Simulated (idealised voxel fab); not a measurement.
process module | voxel self aligned vias
cross-section cut | 155 nm wide | cells 5 nm
A cross-section is a grid of square cells, given in bands from the top down. A band is one or more rows of cells.
Each band's line starts with the height of the band's top and of its bottom, in nm. Then come its materials from left to right, each with its width in nm. One material with "throughout" fills the band from edge to edge. "air" is empty space.
Height 0 is the level under which the wafer as received is all one material. The lowest band goes on downwards, as in "0 down".
A width such as "30 to 40" changes by the same amount from each row of cells to the next, from the band's top row to its bottom row.
"no change" after a step means that no cell of the cross-section changed.
closed voids: empty space of 8 cells or more with no open way to the top, each as width x height at its distance from the left edge, in nm
after a step's settings: what the simulator itself notes on the step
overlay nm, on a step with a mask: how far to the right of its planned place the mask lay; to the left if negative
plan
1 op RECEIVE | material Si
2 op CONFORMAL_DEP | material SiO2 | thk nm 15
3 op CONFORMAL_DEP | material SiCN | thk nm 5
4 op DIRECTIONAL_DEP | material SiO2 | thk nm 25
5 op PATTERN | tone open | mask id LINES | material resist | width nm 30 | pitch nm 55 | thk nm 15 | overlay nm 0
6 op DIRECTIONAL_ETCH | etch materials SiO2 | depth nm 25
7 op STRIP | etch materials resist
8 op CONFORMAL_DEP | material TiN | thk nm 5
9 op FILL_DEP | material W | thk nm 10
10 op CMP | height nm 45
11 op SELECTIVE_ETCH | etch materials W Ru TiN | depth nm 5
12 op FILL_DEP | material SiN | thk nm 10
13 op CMP | height nm 45
14 op DIRECTIONAL_DEP | material SiO2 | thk nm 15
15 op MASKED_ETCH | tone open | mask id VIAS | width nm 40 | pitch nm 55 | etch materials SiO2 | depth nm 15 | overlay nm 0
16 op MASKED_ETCH | tone open | mask id VIAS | width nm 40 | pitch nm 55 | etch materials SiN | depth nm 5 | overlay nm 0
17 op CONFORMAL_DEP | material TiN | thk nm 5
18 op FILL_DEP | material Ru | thk nm 10
19 op CMP | height nm 60
20 op CONFORMAL_DEP | material SiCN | thk nm 5
as received, after step 1
  0 down: Si throughout
  closed voids: none
first wafer at the end, as planned
  65 to 60: SiCN throughout
  60 to 50: SiO2 30 | TiN 5 | Ru 30 | TiN 5 | SiO2 15 | TiN 5 | Ru 30 | TiN 5 | SiO2 30
  50 to 45: SiO2 30 | TiN 10 | Ru 20 | TiN 10 | SiO2 15 | TiN 10 | Ru 20 | TiN 10 | SiO2 30
  45 to 40: SiO2 35 | TiN 30 | SiO2 25 | TiN 30 | SiO2 35
  40 to 25: SiO2 35 | TiN 5 | W 20 | TiN 5 | SiO2 25 | TiN 5 | W 20 | TiN 5 | SiO2 35
  25 to 20: SiO2 35 | TiN 30 | SiO2 25 | TiN 30 | SiO2 35
  20 to 15: SiCN throughout
  15 to 0: SiO2 throughout
  0 down: Si throughout
  closed voids: none
second wafer at the end: like start, like plan, one mistake
  65 to 60: SiCN throughout
  60 to 50: SiO2 30 | TiN 5 | Ru 30 | TiN 5 | SiO2 15 | TiN 5 | Ru 30 | TiN 5 | SiO2 30
  50 to 45: SiO2 30 | TiN 40 | SiO2 15 | TiN 40 | SiO2 30
  45 to 40: SiCN throughout
  40 to 0: SiO2 throughout
  0 down: Si throughout
  closed voids: none
what went wrong: steps 3 and 4 were swapped
at the end the second wafer has, in cells: 8 fewer of Ru | 60 more of SiO2 | 28 fewer of TiN | 24 fewer of W
